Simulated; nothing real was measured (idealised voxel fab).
The process module that follows is named voxel tone inversion.
Square cell edge 5 nm, section width 145 nm, ID cut.
Format of a cross-section: grid, square cells. Given as bands. Order: top down. Band: one or more rows of cells. Band: top height; bottom height; in nm. Then, left to right: material with width in nm, for each material. "edge to edge": a single material spanning edge to edge. "empty": empty space. Height 0 is the level under which the wafer as received is all one material. The lowest band goes on downwards, as in "from 0 down". Read "30..40" as a graded width: first number on top, second number at the bottom, same change between each pair of neighbouring rows. It should be understood that the words "changes: none", when stated for a given step, signify that the cross-section underwent no change in any of its cells during that step. Empty spaces without an open route to the top, at least 8 cells in extent, make up the entry "Enclosed void listing"; each is given as width x height at distance, where the distance is measured from the left edge, and all are in nm. The remark found on a step's line after its settings is issued by the simulator itself and pertains to that step. Regarding "overlay nm": on a step with a mask, it is the distance the mask lay to the right of its planned place; a negative value places it to the left.
[These are the steps we planned for the process]
1,RECEIVE,material Si
2,CONFORMAL_DEP,material SiCN,thk nm 10
3,DIRECTIONAL_DEP,material aC,thk nm 25
4,PATTERN,tone cover,mask id POSTS,material resist,width nm 25,pitch nm 40,thk nm 20,overlay nm 0
5,DIRECTIONAL_ETCH,etch materials aC,depth nm 25
6,STRIP,etch materials resist
7,FILL_DEP,material SiO2,thk nm 5
8,CMP,height nm 35
9,STRIP,etch materials aC
10,CONFORMAL_DEP,material TiN,thk nm 5
11,FILL_DEP,material Ru,thk nm 5
12,CMP,height nm 35
13,CONFORMAL_DEP,material SiCN,thk nm 5
Be aware that, although all wafers share a common starting state, the thk nm at step 4 differs among them, and the plan displays the first wafer's value.
[The first of several wafers as received, shown in cross-section; this is its state after step 1]
    from 0 down | Si edge to edge
    Enclosed void listing: none
[Cross-section of the first of several wafers, taken after step 13, where the module ends]
    from 40 to 35 | SiCN edge to edge
    from 35 to 30 | SiO2 edge to edge
    from 30 to 10 | SiO2: 40; aC: 25; SiO2: 15; aC: 25; SiO2: 40
    from 10 to 0 | SiCN edge to edge
    from 0 down | Si edge to edge
    Enclosed void listing: none
[The last wafer as seen in cross-section at the end of the module]
    from 40 to 35 | SiCN edge to edge
    from 35 to 15 | SiO2: 40; TiN: 5; Ru: 15; TiN: 5; SiO2: 15; TiN: 5; Ru: 15; TiN: 5; SiO2: 40
    from 15 to 10 | SiO2: 40; TiN: 25; SiO2: 15; TiN: 25; SiO2: 40
    from 10 to 0 | SiCN edge to edge
    from 0 down | Si edge to edge
    Enclosed void listing: none
[Per wafer (row), end of module: delta in cells per material since receipt, (+) for gained, (-) for lost; closed voids after that]
thk nm 20, +87 SiCN, +105 SiO2, +40 aC, Enclosed void listing: none
thk nm 25, +24 Ru, +87 SiCN, +95 SiO2, +26 TiN, Enclosed void listing: none
thk nm 30, +24 Ru, +87 SiCN, +95 SiO2, +26 TiN, Enclosed void listing: none
thk nm 35, +24 Ru, +87 SiCN, +95 SiO2, +26 TiN, Enclosed void listing: none
thk nm 40, +24 Ru, +87 SiCN, +95 SiO2, +26 TiN, Enclosed void listing: none
thk nm 45, +24 Ru, +87 SiCN, +95 SiO2, +26 TiN, Enclosed void listing: none
